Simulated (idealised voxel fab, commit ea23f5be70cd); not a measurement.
The following process module bears the name voxel self aligned vias.
For reference, the cross-section in this document is cut, with width 290 nm and square cells of 5 nm.
We lay out every cross-section as a grid of square cells and spell it out in bands from the top down, where one band means one or more rows of cells.
For a band, the entry starts with two heights in nm, that of the top and then that of the bottom, and carries on with the band's materials in order from left to right, each alongside its width in nm; the word "throughout" beside a single material means it fills the band edge to edge, and "empty" means empty space.
The reference from which all heights are counted is 0, the level beneath which the as-received wafer is entirely one material; the lowest band, having no lower bound, proceeds downward and is written after the example "from 0 down".
Width: "30 to 40" (first number = top row, second number = bottom row, same change from row to row of cells).
Reading "no alterations made" for a step: not a cell of the cross-section changed in it.
The entry titled "Trapped voids" provides the empty spaces that have no open way to the top, restricted to those of 8 cells or more. Each is presented as width x height at distance, the distance being measured from the left edge, with all three in nm.
Formally, on a step line, whatever follows the settings is a remark that the simulator itself makes on the step.
The line of a step may include "overlay nm". On a step with a mask, this value is how far to the right of its planned place the mask lay. A negative value means the mask lay to the left.

This section lists the process steps that were planned
1,RECEIVE [material Si]
2,CONFORMAL_DEP [material SiO2] [thk nm 15]
3,CONFORMAL_DEP [material SiCN] [thk nm 5]
4,DIRECTIONAL_DEP [material lowk] [thk nm 30]
5,DIRECTIONAL_DEP [material aC] [thk nm 15]
6,PATTERN [tone open] [mask id LINES] [material resist] [width nm 25] [pitch nm 60] [thk nm 35] [overlay nm 0]
7,DIRECTIONAL_ETCH [etch materials aC] [depth nm 15]
8,STRIP [etch materials resist]
9,DIRECTIONAL_ETCH [etch materials lowk] [depth nm 30]
10,STRIP [etch materials aC]
11,CONFORMAL_DEP [material TiN] [thk nm 5]
12,FILL_DEP [material W] [thk nm 10]
13,CMP [height nm 50]
14,SELECTIVE_ETCH [etch materials W Ru TiN] [depth nm 5]
15,FILL_DEP [material SiN] [thk nm 10]
16,CMP [height nm 50]
17,DIRECTIONAL_DEP [material lowk] [thk nm 15]
18,MASKED_ETCH [tone open] [mask id VIAS] [width nm 45] [pitch nm 60] [etch materials lowk] [depth nm 15] [overlay nm 0]
19,MASKED_ETCH [tone open] [mask id VIAS] [width nm 45] [pitch nm 60] [etch materials SiN] [depth nm 5] [overlay nm 0]
20,CONFORMAL_DEP [material TiN] [thk nm 5]
21,FILL_DEP [material Cu] [thk nm 5]
22,CMP [height nm 65]
23,CONFORMAL_DEP [material SiCN] [thk nm 5]

This is the cross-section of the wafer as we received it, i.e. after step 1
- from 0 down = Si throughout
- Trapped voids: none

Starting wafer: above. Plan: above. Run: one mistake. Cross-section after the module: below
- from 70 to 65 = SiCN throughout
- from 65 to 55 = 60 nm lowk, 5 nm TiN, 35 nm Cu, 5 nm TiN, 15 nm lowk, 5 nm TiN, 35 nm Cu, 5 nm TiN, 15 nm lowk, 5 nm TiN, 35 nm Cu, 5 nm TiN, 65 nm lowk
- from 55 to 50 = 60 nm lowk, 10 nm TiN, 15 nm Cu, 20 nm TiN, 15 nm lowk, 10 nm TiN, 15 nm Cu, 20 nm TiN, 15 nm lowk, 10 nm TiN, 15 nm Cu, 20 nm TiN, 65 nm lowk
- from 50 to 45 = 65 nm lowk, 25 nm TiN, 35 nm lowk, 25 nm TiN, 35 nm lowk, 25 nm TiN, 80 nm lowk
- from 45 to 25 = 65 nm lowk, 5 nm TiN, 15 nm W, 5 nm TiN, 35 nm lowk, 5 nm TiN, 15 nm W, 5 nm TiN, 35 nm lowk, 5 nm TiN, 15 nm W, 5 nm TiN, 80 nm lowk
- from 25 to 20 = 65 nm lowk, 25 nm TiN, 35 nm lowk, 25 nm TiN, 35 nm lowk, 25 nm TiN, 80 nm lowk
- from 20 to 15 = SiCN throughout
- from 15 to 0 = SiO2 throughout
- from 0 down = Si throughout
- Trapped voids: none
Error vs. plan: planned and actual differ for step 6; actual: PATTERN [tone open] [mask id LINES] [material resist] [width nm 25] [pitch nm 60] [thk nm 35] [overlay nm -5]
